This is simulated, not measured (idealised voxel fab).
Name of the process module below: voxel wiring stack
Displayed cross-section: cut, width of 170 nm, square cells sized 5 nm.
The cross-sections in this document take the form of a grid made of square cells. They are written out as bands, in order from top to bottom. Each band consists of one or more rows of cells.
This entry defines a band. It first specifies the height of the band's top and the height of its bottom in nm, and then specifies the band's materials from left to right, stating each material with its width in nm. The word "all across" identifies a single material that fills the band from edge to edge, while the word "blank" identifies empty space.
Measure heights from 0. That's the level where, below it, the as-received wafer is all one material. The lowest band is bottomless and extends downward; write it as in "0 nm and below".
When a width is written as two numbers, as in "30 to 40", the first number is the width in the top row of cells of the band and the second is the width in its bottom row, and the width changes by the same amount from each row to the next.
The designation "remained unchanged", where it is given for a processing step, indicates that no cell of the cross-section was altered in the course of that step.
Look at "Enclosed internal voids" for the closed voids: empty spaces with no open path to the top, sized 8 cells or up. Each is width x height at distance, distance from the left edge, all nm.
Past the settings on a step's line: simulator remark, on that step.
What "overlay nm" on a step's line means: if the step has a mask, that mask lay this far to the right of its planned place, or, when the value is negative, to the left.
PROCESS STEPS (PLANNED)
| 1 | RECEIVE,material Si |
| 2 | CONFORMAL_DEP,material SiO2,thk nm 10 |
| 3 | DIRECTIONAL_DEP,material TiN,thk nm 5 |
| 4 | DIRECTIONAL_DEP,material W,thk nm 20 |
| 5 | PATTERN,tone cover,mask id METAL_1,material resist,width nm 20,pitch nm 35,thk nm 15,overlay nm 0 |
| 6 | DIRECTIONAL_ETCH,etch materials W,depth nm 20 |
| 7 | DIRECTIONAL_ETCH,etch materials TiN,depth nm 5 |
| 8 | STRIP,etch materials resist |
| 9 | CONFORMAL_DEP,material SiN,thk nm 5 |
| 10 | FILL_DEP,material lowk,thk nm 10 |
| 11 | CMP,height nm 35 |
| 12 | CONFORMAL_DEP,material SiCN,thk nm 5 |
| 13 | DIRECTIONAL_DEP,material SiO2,thk nm 10 |
| 14 | DIRECTIONAL_DEP,material aC,thk nm 10 |
| 15 | PATTERN,tone open,mask id PLUG_1,material resist,width nm 15,pitch nm 35,thk nm 25,overlay nm 0 |
| 16 | DIRECTIONAL_ETCH,etch materials aC,depth nm 10 |
| 17 | STRIP,etch materials resist |
| 18 | DIRECTIONAL_ETCH,etch materials SiO2,depth nm 10 |
| 19 | DIRECTIONAL_ETCH,etch materials SiCN,depth nm 5 |
| 20 | STRIP,etch materials aC |
| 21 | CONFORMAL_DEP,material TiN,thk nm 5 |
| 22 | FILL_DEP,material Ru,thk nm 5 |
| 23 | CMP,height nm 50 |
| 24 | DIRECTIONAL_DEP,material TiN,thk nm 5 |
| 25 | DIRECTIONAL_DEP,material Ru,thk nm 15 |
| 26 | MASKED_ETCH,tone cover,mask id METAL_2,width nm 20,pitch nm 35,etch materials Ru,depth nm 15,overlay nm 0 |
| 27 | MASKED_ETCH,tone cover,mask id METAL_2,width nm 20,pitch nm 35,etch materials TiN,depth nm 5,overlay nm 0 |
| 28 | FILL_DEP,material SiO2,thk nm 5 |
| 29 | CMP,height nm 70 |
| 30 | CONFORMAL_DEP,material SiCN,thk nm 5 |
| 31 | DIRECTIONAL_DEP,material SiO2,thk nm 20 |
| 32 | DIRECTIONAL_DEP,material aC,thk nm 15 |
| 33 | PATTERN,tone open,mask id PLUG_2,material resist,width nm 15,pitch nm 35,thk nm 35,overlay nm 0 |
| 34 | DIRECTIONAL_ETCH,etch materials aC,depth nm 15 |
| 35 | STRIP,etch materials resist |
| 36 | DIRECTIONAL_ETCH,etch materials SiO2,depth nm 20 |
| 37 | DIRECTIONAL_ETCH,etch materials SiCN,depth nm 5 |
| 38 | STRIP,etch materials aC |
| 39 | CONFORMAL_DEP,material TiN,thk nm 5 |
| 40 | FILL_DEP,material Ru,thk nm 5 |
| 41 | CMP,height nm 95 |
| 42 | DIRECTIONAL_DEP,material TiN,thk nm 5 |
| 43 | DIRECTIONAL_DEP,material W,thk nm 15 |
| 44 | MASKED_ETCH,tone cover,mask id METAL_3,width nm 20,pitch nm 35,etch materials W,depth nm 15,overlay nm 0 |
| 45 | MASKED_ETCH,tone cover,mask id METAL_3,width nm 20,pitch nm 35,etch materials TiN,depth nm 5,overlay nm 0 |
| 46 | FILL_DEP,material SiO2,thk nm 10 |
| 47 | CMP,height nm 115 |
| 48 | CONFORMAL_DEP,material SiN,thk nm 5 |
FIRST OF TWO WAFERS - AS PLANNED
WAFER AS RECEIVED: CROSS-SECTION FOLLOWING STEP 1
0 nm and below  Si all across
Enclosed internal voids: none
THE WAFER, SEEN IN CROSS-SECTION, AFTER STEP 2
10 nm to 0 nm  SiO2 all across
Below 0, the layers are the same as they were.
THE WAFER, SEEN IN CROSS-SECTION, AFTER STEP 3
15 nm to 10 nm  TiN all across
Below 10, the layers are the same as they were.
THE WAFER, SEEN IN CROSS-SECTION, AFTER STEP 4
35 nm to 15 nm  W all across
Below 15, the layers are the same as they were.
THE WAFER, SEEN IN CROSS-SECTION, AFTER STEP 5
50 nm to 35 nm  55 nm blank; 20 nm resist; 15 nm blank; 20 nm resist; 60 nm blank
Below 35, the layers are the same as they were.
THE WAFER, SEEN IN CROSS-SECTION, AFTER STEP 6
50 nm to 35 nm  55 nm blank; 20 nm resist; 15 nm blank; 20 nm resist; 60 nm blank
35 nm to 15 nm  55 nm blank; 20 nm W; 15 nm blank; 20 nm W; 60 nm blank
Below 15, the layers are the same as they were.
THE WAFER, SEEN IN CROSS-SECTION, AFTER STEP 7
50 nm to 35 nm  55 nm blank; 20 nm resist; 15 nm blank; 20 nm resist; 60 nm blank
35 nm to 15 nm  55 nm blank; 20 nm W; 15 nm blank; 20 nm W; 60 nm blank
15 nm to 10 nm  55 nm blank; 20 nm TiN; 15 nm blank; 20 nm TiN; 60 nm blank
Below 10, the layers are the same as they were.
THE WAFER, SEEN IN CROSS-SECTION, AFTER STEP 8
35 nm to 15 nm  55 nm blank; 20 nm W; 15 nm blank; 20 nm W; 60 nm blank
Below 15, the layers are the same as they were.
THE WAFER, SEEN IN CROSS-SECTION, AFTER STEP 9
40 nm to 35 nm  50 nm blank; 30 nm SiN; 5 nm blank; 30 nm SiN; 55 nm blank
35 nm to 15 nm  50 nm blank; 5 nm SiN; 20 nm W; 5 nm SiN; 5 nm blank; 5 nm SiN; 20 nm W; 5 nm SiN; 55 nm blank
15 nm to 10 nm  55 nm SiN; 20 nm TiN; 15 nm SiN; 20 nm TiN; 60 nm SiN
Below 10, the layers are the same as they were.
THE WAFER, SEEN IN CROSS-SECTION, AFTER STEP 10
50 nm to 40 nm  lowk all across
40 nm to 35 nm  50 nm lowk; 30 nm SiN; 5 nm lowk; 30 nm SiN; 55 nm lowk
35 nm to 15 nm  50 nm lowk; 5 nm SiN; 20 nm W; 5 nm SiN; 5 nm lowk; 5 nm SiN; 20 nm W; 5 nm SiN; 55 nm lowk
Below 15, the layers are the same as they were.
THE WAFER, SEEN IN CROSS-SECTION, AFTER STEP 11
35 nm to 15 nm  50 nm lowk; 5 nm SiN; 20 nm W; 5 nm SiN; 5 nm lowk; 5 nm SiN; 20 nm W; 5 nm SiN; 55 nm lowk
Below 15, the layers are the same as they were.
THE WAFER, SEEN IN CROSS-SECTION, AFTER STEP 12
40 nm to 35 nm  SiCN all across
Below 35, the layers are the same as they were.
THE WAFER, SEEN IN CROSS-SECTION, AFTER STEP 13
50 nm to 40 nm  SiO2 all across
Below 40, the layers are the same as they were.
THE WAFER, SEEN IN CROSS-SECTION, AFTER STEP 14
60 nm to 50 nm  aC all across
Below 50, the layers are the same as they were.
THE WAFER, SEEN IN CROSS-SECTION, AFTER STEP 15
85 nm to 60 nm  55 nm resist; 15 nm blank; 20 nm resist; 15 nm blank; 65 nm resist
Below 60, the layers are the same as they were.
THE WAFER, SEEN IN CROSS-SECTION, AFTER STEP 16
75 nm to 60 nm  55 nm resist; 15 nm blank; 20 nm resist; 15 nm blank; 65 nm resist
60 nm to 50 nm  55 nm aC; 15 nm blank; 20 nm aC; 15 nm blank; 65 nm aC
Below 50, the layers are the same as they were.
THE WAFER, SEEN IN CROSS-SECTION, AFTER STEP 17
60 nm to 50 nm  55 nm aC; 15 nm blank; 20 nm aC; 15 nm blank; 65 nm aC
Below 50, the layers are the same as they were.
THE WAFER, SEEN IN CROSS-SECTION, AFTER STEP 18
60 nm to 50 nm  55 nm aC; 15 nm blank; 20 nm aC; 15 nm blank; 65 nm aC
50 nm to 40 nm  55 nm SiO2; 15 nm blank; 20 nm SiO2; 15 nm blank; 65 nm SiO2
Below 40, the layers are the same as they were.
THE WAFER, SEEN IN CROSS-SECTION, AFTER STEP 19
60 nm to 50 nm  55 nm aC; 15 nm blank; 20 nm aC; 15 nm blank; 65 nm aC
50 nm to 40 nm  55 nm SiO2; 15 nm blank; 20 nm SiO2; 15 nm blank; 65 nm SiO2
40 nm to 35 nm  55 nm SiCN; 15 nm blank; 20 nm SiCN; 15 nm blank; 65 nm SiCN
Below 35, the layers are the same as they were.
THE WAFER, SEEN IN CROSS-SECTION, AFTER STEP 20
50 nm to 40 nm  55 nm SiO2; 15 nm blank; 20 nm SiO2; 15 nm blank; 65 nm SiO2
Below 40, the layers are the same as they were.
THE WAFER, SEEN IN CROSS-SECTION, AFTER STEP 21
55 nm to 50 nm  60 nm TiN; 5 nm blank; 30 nm TiN; 5 nm blank; 70 nm TiN
50 nm to 40 nm  55 nm SiO2; 5 nm TiN; 5 nm blank; 5 nm TiN; 20 nm SiO2; 5 nm TiN; 5 nm blank; 5 nm TiN; 65 nm SiO2
40 nm to 35 nm  55 nm SiCN; 15 nm TiN; 20 nm SiCN; 15 nm TiN; 65 nm SiCN
Below 35, the layers are the same as they were.
THE WAFER, SEEN IN CROSS-SECTION, AFTER STEP 22
60 nm to 55 nm  Ru all across
55 nm to 50 nm  60 nm TiN; 5 nm Ru; 30 nm TiN; 5 nm Ru; 70 nm TiN
50 nm to 40 nm  55 nm SiO2; 5 nm TiN; 5 nm Ru; 5 nm TiN; 20 nm SiO2; 5 nm TiN; 5 nm Ru; 5 nm TiN; 65 nm SiO2
Below 40, the layers are the same as they were.
THE WAFER, SEEN IN CROSS-SECTION, AFTER STEP 23
50 nm to 40 nm  55 nm SiO2; 5 nm TiN; 5 nm Ru; 5 nm TiN; 20 nm SiO2; 5 nm TiN; 5 nm Ru; 5 nm TiN; 65 nm SiO2
Below 40, the layers are the same as they were.
THE WAFER, SEEN IN CROSS-SECTION, AFTER STEP 24
55 nm to 50 nm  TiN all across
Below 50, the layers are the same as they were.
THE WAFER, SEEN IN CROSS-SECTION, AFTER STEP 25
70 nm to 55 nm  Ru all across
Below 55, the layers are the same as they were.
THE WAFER, SEEN IN CROSS-SECTION, AFTER STEP 26
70 nm to 55 nm  55 nm blank; 20 nm Ru; 15 nm blank; 20 nm Ru; 60 nm blank
Below 55, the layers are the same as they were.
THE WAFER, SEEN IN CROSS-SECTION, AFTER STEP 27
70 nm to 55 nm  55 nm blank; 20 nm Ru; 15 nm blank; 20 nm Ru; 60 nm blank
55 nm to 50 nm  55 nm blank; 20 nm TiN; 15 nm blank; 20 nm TiN; 60 nm blank
Below 50, the layers are the same as they were.
THE WAFER, SEEN IN CROSS-SECTION, AFTER STEP 28
75 nm to 70 nm  SiO2 all across
70 nm to 55 nm  55 nm SiO2; 20 nm Ru; 15 nm SiO2; 20 nm Ru; 60 nm SiO2
55 nm to 50 nm  55 nm SiO2; 20 nm TiN; 15 nm SiO2; 20 nm TiN; 60 nm SiO2
Below 50, the layers are the same as they were.
THE WAFER, SEEN IN CROSS-SECTION, AFTER STEP 29
70 nm to 55 nm  55 nm SiO2; 20 nm Ru; 15 nm SiO2; 20 nm Ru; 60 nm SiO2
Below 55, the layers are the same as they were.
THE WAFER, SEEN IN CROSS-SECTION, AFTER STEP 30
75 nm to 70 nm  SiCN all across
Below 70, the layers are the same as they were.
THE WAFER, SEEN IN CROSS-SECTION, AFTER STEP 31
95 nm to 75 nm  SiO2 all across
Below 75, the layers are the same as they were.
THE WAFER, SEEN IN CROSS-SECTION, AFTER STEP 32
110 nm to 95 nm  aC all across
Below 95, the layers are the same as they were.
THE WAFER, SEEN IN CROSS-SECTION, AFTER STEP 33
145 nm to 110 nm  55 nm resist; 15 nm blank; 20 nm resist; 15 nm blank; 65 nm resist
Below 110, the layers are the same as they were.
THE WAFER, SEEN IN CROSS-SECTION, AFTER STEP 34
130 nm to 110 nm  55 nm resist; 15 nm blank; 20 nm resist; 15 nm blank; 65 nm resist
110 nm to 95 nm  55 nm aC; 15 nm blank; 20 nm aC; 15 nm blank; 65 nm aC
Below 95, the layers are the same as they were.
THE WAFER, SEEN IN CROSS-SECTION, AFTER STEP 35
110 nm to 95 nm  55 nm aC; 15 nm blank; 20 nm aC; 15 nm blank; 65 nm aC
Below 95, the layers are the same as they were.
THE WAFER, SEEN IN CROSS-SECTION, AFTER STEP 36
110 nm to 95 nm  55 nm aC; 15 nm blank; 20 nm aC; 15 nm blank; 65 nm aC
95 nm to 75 nm  55 nm SiO2; 15 nm blank; 20 nm SiO2; 15 nm blank; 65 nm SiO2
Below 75, the layers are the same as they were.
THE WAFER, SEEN IN CROSS-SECTION, AFTER STEP 37
110 nm to 95 nm  55 nm aC; 15 nm blank; 20 nm aC; 15 nm blank; 65 nm aC
95 nm to 75 nm  55 nm SiO2; 15 nm blank; 20 nm SiO2; 15 nm blank; 65 nm SiO2
75 nm to 70 nm  55 nm SiCN; 15 nm blank; 20 nm SiCN; 15 nm blank; 65 nm SiCN
Below 70, the layers are the same as they were.
THE WAFER, SEEN IN CROSS-SECTION, AFTER STEP 38
95 nm to 75 nm  55 nm SiO2; 15 nm blank; 20 nm SiO2; 15 nm blank; 65 nm SiO2
Below 75, the layers are the same as they were.
THE WAFER, SEEN IN CROSS-SECTION, AFTER STEP 39
100 nm to 95 nm  60 nm TiN; 5 nm blank; 30 nm TiN; 5 nm blank; 70 nm TiN
95 nm to 75 nm  55 nm SiO2; 5 nm TiN; 5 nm blank; 5 nm TiN; 20 nm SiO2; 5 nm TiN; 5 nm blank; 5 nm TiN; 65 nm SiO2
75 nm to 70 nm  55 nm SiCN; 15 nm TiN; 20 nm SiCN; 15 nm TiN; 65 nm SiCN
Below 70, the layers are the same as they were.
THE WAFER, SEEN IN CROSS-SECTION, AFTER STEP 40
105 nm to 100 nm  Ru all across
100 nm to 95 nm  60 nm TiN; 5 nm Ru; 30 nm TiN; 5 nm Ru; 70 nm TiN
95 nm to 75 nm  55 nm SiO2; 5 nm TiN; 5 nm Ru; 5 nm TiN; 20 nm SiO2; 5 nm TiN; 5 nm Ru; 5 nm TiN; 65 nm SiO2
Below 75, the layers are the same as they were.
THE WAFER, SEEN IN CROSS-SECTION, AFTER STEP 41
95 nm to 75 nm  55 nm SiO2; 5 nm TiN; 5 nm Ru; 5 nm TiN; 20 nm SiO2; 5 nm TiN; 5 nm Ru; 5 nm TiN; 65 nm SiO2
Below 75, the layers are the same as they were.
THE WAFER, SEEN IN CROSS-SECTION, AFTER STEP 42
100 nm to 95 nm  TiN all across
Below 95, the layers are the same as they were.
THE WAFER, SEEN IN CROSS-SECTION, AFTER STEP 43
115 nm to 100 nm  W all across
Below 100, the layers are the same as they were.
THE WAFER, SEEN IN CROSS-SECTION, AFTER STEP 44
115 nm to 100 nm  55 nm blank; 20 nm W; 15 nm blank; 20 nm W; 60 nm blank
Below 100, the layers are the same as they were.
THE WAFER, SEEN IN CROSS-SECTION, AFTER STEP 45
115 nm to 100 nm  55 nm blank; 20 nm W; 15 nm blank; 20 nm W; 60 nm blank
100 nm to 95 nm  55 nm blank; 20 nm TiN; 15 nm blank; 20 nm TiN; 60 nm blank
Below 95, the layers are the same as they were.
THE WAFER, SEEN IN CROSS-SECTION, AFTER STEP 46
125 nm to 115 nm  SiO2 all across
115 nm to 100 nm  55 nm SiO2; 20 nm W; 15 nm SiO2; 20 nm W; 60 nm SiO2
100 nm to 95 nm  55 nm SiO2; 20 nm TiN; 15 nm SiO2; 20 nm TiN; 60 nm SiO2
Below 95, the layers are the same as they were.
THE WAFER, SEEN IN CROSS-SECTION, AFTER STEP 47
115 nm to 100 nm  55 nm SiO2; 20 nm W; 15 nm SiO2; 20 nm W; 60 nm SiO2
Below 100, the layers are the same as they were.
THE WAFER, SEEN IN CROSS-SECTION, AFTER STEP 48
120 nm to 115 nm  SiN all across
Below 115, the layers are the same as they were.
THE SECOND WAFER WAS PREPARED FROM THE SAME STARTING POINT AND UNDER THE SAME PLAN AS THE FIRST; ITS PROCESSING CONTAINED ONE MISTAKE, AND IT REMAINS INDISTINGUISHABLE FROM THE FIRST WAFER UP TO AND INCLUDING STEP 36
SECOND WAFER, SECTION VIEW, TIME POINT: SCHEDULED END OF STEP 37
110 nm to 95 nm  55 nm aC; 15 nm blank; 20 nm aC; 15 nm blank; 65 nm aC
95 nm to 75 nm  55 nm SiO2; 15 nm blank; 20 nm SiO2; 15 nm blank; 65 nm SiO2
75 nm to 70 nm  55 nm SiCN; 15 nm blank; 20 nm SiCN; 15 nm blank; 65 nm SiCN
Below 70, the layers are the same as they were.
SECOND WAFER, SECTION VIEW, TIME POINT: SCHEDULED END OF STEP 38
95 nm to 75 nm  55 nm SiO2; 15 nm blank; 20 nm SiO2; 15 nm blank; 65 nm SiO2
Below 75, the layers are the same as they were.
SECOND WAFER, SECTION VIEW, TIME POINT: SCHEDULED END OF STEP 39
100 nm to 95 nm  60 nm TiN; 5 nm blank; 30 nm TiN; 5 nm blank; 70 nm TiN
95 nm to 75 nm  55 nm SiO2; 5 nm TiN; 5 nm blank; 5 nm TiN; 20 nm SiO2; 5 nm TiN; 5 nm blank; 5 nm TiN; 65 nm SiO2
75 nm to 70 nm  55 nm SiCN; 15 nm TiN; 20 nm SiCN; 15 nm TiN; 65 nm SiCN
Below 70, the layers are the same as they were.
SECOND WAFER, SECTION VIEW, TIME POINT: SCHEDULED END OF STEP 40
105 nm to 100 nm  Ru all across
100 nm to 95 nm  60 nm TiN; 5 nm Ru; 30 nm TiN; 5 nm Ru; 70 nm TiN
95 nm to 75 nm  55 nm SiO2; 5 nm TiN; 5 nm Ru; 5 nm TiN; 20 nm SiO2; 5 nm TiN; 5 nm Ru; 5 nm TiN; 65 nm SiO2
Below 75, the layers are the same as they were.
SECOND WAFER, SECTION VIEW, TIME POINT: SCHEDULED END OF STEP 41
95 nm to 75 nm  55 nm SiO2; 5 nm TiN; 5 nm Ru; 5 nm TiN; 20 nm SiO2; 5 nm TiN; 5 nm Ru; 5 nm TiN; 65 nm SiO2
Below 75, the layers are the same as they were.
SECOND WAFER, SECTION VIEW, TIME POINT: SCHEDULED END OF STEP 42
100 nm to 95 nm  TiN all across
Below 95, the layers are the same as they were.
SECOND WAFER, SECTION VIEW, TIME POINT: SCHEDULED END OF STEP 43
115 nm to 100 nm  W all across
Below 100, the layers are the same as they were.
SECOND WAFER, SECTION VIEW, TIME POINT: SCHEDULED END OF STEP 44
115 nm to 100 nm  55 nm blank; 20 nm W; 15 nm blank; 20 nm W; 60 nm blank
Below 100, the layers are the same as they were.
SECOND WAFER, SECTION VIEW, TIME POINT: SCHEDULED END OF STEP 45
115 nm to 100 nm  55 nm blank; 20 nm W; 15 nm blank; 20 nm W; 60 nm blank
100 nm to 95 nm  55 nm blank; 20 nm TiN; 15 nm blank; 20 nm TiN; 60 nm blank
Below 95, the layers are the same as they were.
SECOND WAFER, SECTION VIEW, TIME POINT: SCHEDULED END OF STEP 46
125 nm to 115 nm  SiO2 all across
115 nm to 100 nm  55 nm SiO2; 20 nm W; 15 nm SiO2; 20 nm W; 60 nm SiO2
100 nm to 95 nm  55 nm SiO2; 20 nm TiN; 15 nm SiO2; 20 nm TiN; 60 nm SiO2
Below 95, the layers are the same as they were.
SECOND WAFER, SECTION VIEW, TIME POINT: SCHEDULED END OF STEP 47
115 nm to 100 nm  55 nm SiO2; 20 nm W; 15 nm SiO2; 20 nm W; 60 nm SiO2
Below 100, the layers are the same as they were.
SECOND WAFER, SECTION VIEW, TIME POINT: SCHEDULED END OF STEP 48
120 nm to 115 nm  SiN all across
Below 115, the layers are the same as they were.
It is concluded that the wafer was processed incorrectly with respect to the plan, in that step 37, plan: ran twice
The final cross-section is the same for the two wafers, so this model computes the same thing whether or not the mistake was made.
